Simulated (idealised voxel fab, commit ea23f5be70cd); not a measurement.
process module | voxel capacitor over wiring
cross-section cut | 240 nm wide | cells 5 nm
A cross-section is a grid of square cells, given in bands from the top down. A band is one or more rows of cells.
Each band's line starts with the height of the band's top and of its bottom, in nm. Then come its materials from left to right, each with its width in nm. One material with "throughout" fills the band from edge to edge. "air" is empty space.
Height 0 is the level under which the wafer as received is all one material. The lowest band goes on downwards, as in "0 down".
A width such as "30 to 40" changes by the same amount from each row of cells to the next, from the band's top row to its bottom row.
"no change" after a step means that no cell of the cross-section changed.
closed voids: empty space of 8 cells or more with no open way to the top, each as width x height at its distance from the left edge, in nm
after a step's settings: what the simulator itself notes on the step
overlay nm, on a step with a mask: how far to the right of its planned place the mask lay; to the left if negative
plan
1 op RECEIVE | material Si
2 op CONFORMAL_DEP | material SiO2 | thk nm 10
3 op CONFORMAL_DEP | material SiCN | thk nm 5
4 op DIRECTIONAL_DEP | material lowk | thk nm 15
5 op MASKED_ETCH | tone open | mask id METAL_1 | width nm 20 | pitch nm 85 | etch materials lowk | depth nm 15 | overlay nm 0
6 op MASKED_ETCH | tone open | mask id METAL_1 | width nm 20 | pitch nm 85 | etch materials SiCN | depth nm 5 | overlay nm 0
7 op CONFORMAL_DEP | material TiN | thk nm 5
8 op FILL_DEP | material Cu | thk nm 10
9 op CMP | height nm 30
10 op EPI | material Ru | thk nm 5
11 op FILL_DEP | material SiCN | thk nm 5
12 op DIRECTIONAL_DEP | material SiO2 | thk nm 10
13 op MASKED_ETCH | tone open | mask id PLUG_1 | width nm 15 | etch materials SiO2 | depth nm 10 | overlay nm 0
14 op MASKED_ETCH | tone open | mask id PLUG_1 | width nm 15 | etch materials SiCN | depth nm 5 | overlay nm 0
15 op CONFORMAL_DEP | material TiN | thk nm 5
16 op FILL_DEP | material Ru | thk nm 10
17 op CMP | height nm 50
18 op DIRECTIONAL_DEP | material TiN | thk nm 5
19 op DIRECTIONAL_DEP | material Al2O3 | thk nm 5
20 op DIRECTIONAL_DEP | material TiN | thk nm 5
21 op PATTERN | tone cover | mask id UPPER_PLATE | material resist | width nm 70 | thk nm 20 | overlay nm 0
22 op DIRECTIONAL_ETCH | etch materials TiN | depth nm 5
23 op DIRECTIONAL_ETCH | etch materials Al2O3 | depth nm 5
24 op STRIP | etch materials resist
25 op MASKED_ETCH | tone cover | mask id LOWER_PLATE | width nm 80 | etch materials TiN | depth nm 5 | overlay nm 0
26 op FILL_DEP | material SiO2 | thk nm 20
27 op CMP | height nm 80
28 op PATTERN | tone open | mask id PLUG_2 | material resist | width nm 15 | thk nm 20 | overlay nm 0
29 op DIRECTIONAL_ETCH | etch materials SiO2 | depth nm 15
30 op STRIP | etch materials resist
31 op CONFORMAL_DEP | material TiN | thk nm 5
32 op FILL_DEP | material Ru | thk nm 5
33 op CMP | height nm 70
34 op CONFORMAL_DEP | material SiN | thk nm 5
varied across the wafers: height nm of step 33. The plan shows the first wafer's value. All wafers start alike
first wafer as received, after step 1
  0 down: Si throughout
  closed voids: none
first wafer at the end, after step 34
  75 to 70: SiN throughout
  70 to 60: SiO2 80 to 70 | TiN 15 to 70 | SiO2 145 to 100
  60 to 55: SiO2 70 | Al2O3 70 | SiO2 100
  55 to 50: SiO2 65 | TiN 80 | SiO2 95
  50 to 40: SiO2 70 | TiN 5 | Ru 5 | TiN 5 | SiO2 155
  40 to 35: SiCN 70 | TiN 15 | SiCN 155
  35 to 30: SiCN 60 | Ru 30 | SiCN 55 | Ru 30 | SiCN 65
  30 to 15: lowk 65 | TiN 5 | Cu 10 | TiN 5 | lowk 65 | TiN 5 | Cu 10 | TiN 5 | lowk 70
  15 to 10: SiCN 65 | TiN 20 | SiCN 65 | TiN 20 | SiCN 70
  10 to 0: SiO2 throughout
  0 down: Si throughout
  closed voids: none
last wafer at the end
  95 to 90: SiN throughout
  90 to 85: Ru throughout
  85 to 80: TiN 85 | Ru 5 | TiN 150
  80 to 70: SiO2 80 | TiN 5 | Ru 5 | TiN 5 | SiO2 145
  70 to 60: SiO2 80 to 70 | TiN 15 to 70 | SiO2 145 to 100
  60 to 55: SiO2 70 | Al2O3 70 | SiO2 100
  55 to 50: SiO2 65 | TiN 80 | SiO2 95
  50 to 40: SiO2 70 | TiN 5 | Ru 5 | TiN 5 | SiO2 155
  40 to 35: SiCN 70 | TiN 15 | SiCN 155
  35 to 30: SiCN 60 | Ru 30 | SiCN 55 | Ru 30 | SiCN 65
  30 to 15: lowk 65 | TiN 5 | Cu 10 | TiN 5 | lowk 65 | TiN 5 | Cu 10 | TiN 5 | lowk 70
  15 to 10: SiCN 65 | TiN 20 | SiCN 65 | TiN 20 | SiCN 70
  10 to 0: SiO2 throughout
  0 down: Si throughout
  closed voids: none
each wafer at the end: cells of each material gained (+) or lost (-) since it was received, then its closed voids
height nm 70 | +14 Al2O3 | +12 Cu | +14 Ru | +121 SiCN | +48 SiN | +331 SiO2 | +60 TiN | +120 lowk | closed voids: none
height nm 75 | +14 Al2O3 | +12 Cu | +15 Ru | +121 SiCN | +48 SiN | +376 SiO2 | +62 TiN | +120 lowk | closed voids: none
height nm 80 | +14 Al2O3 | +12 Cu | +16 Ru | +121 SiCN | +48 SiN | +421 SiO2 | +64 TiN | +120 lowk | closed voids: none
height nm 85 | +14 Al2O3 | +12 Cu | +17 Ru | +121 SiCN | +48 SiN | +421 SiO2 | +111 TiN | +120 lowk | closed voids: none
height nm 90 | +14 Al2O3 | +12 Cu | +65 Ru | +121 SiCN | +48 SiN | +421 SiO2 | +111 TiN | +120 lowk | closed voids: none
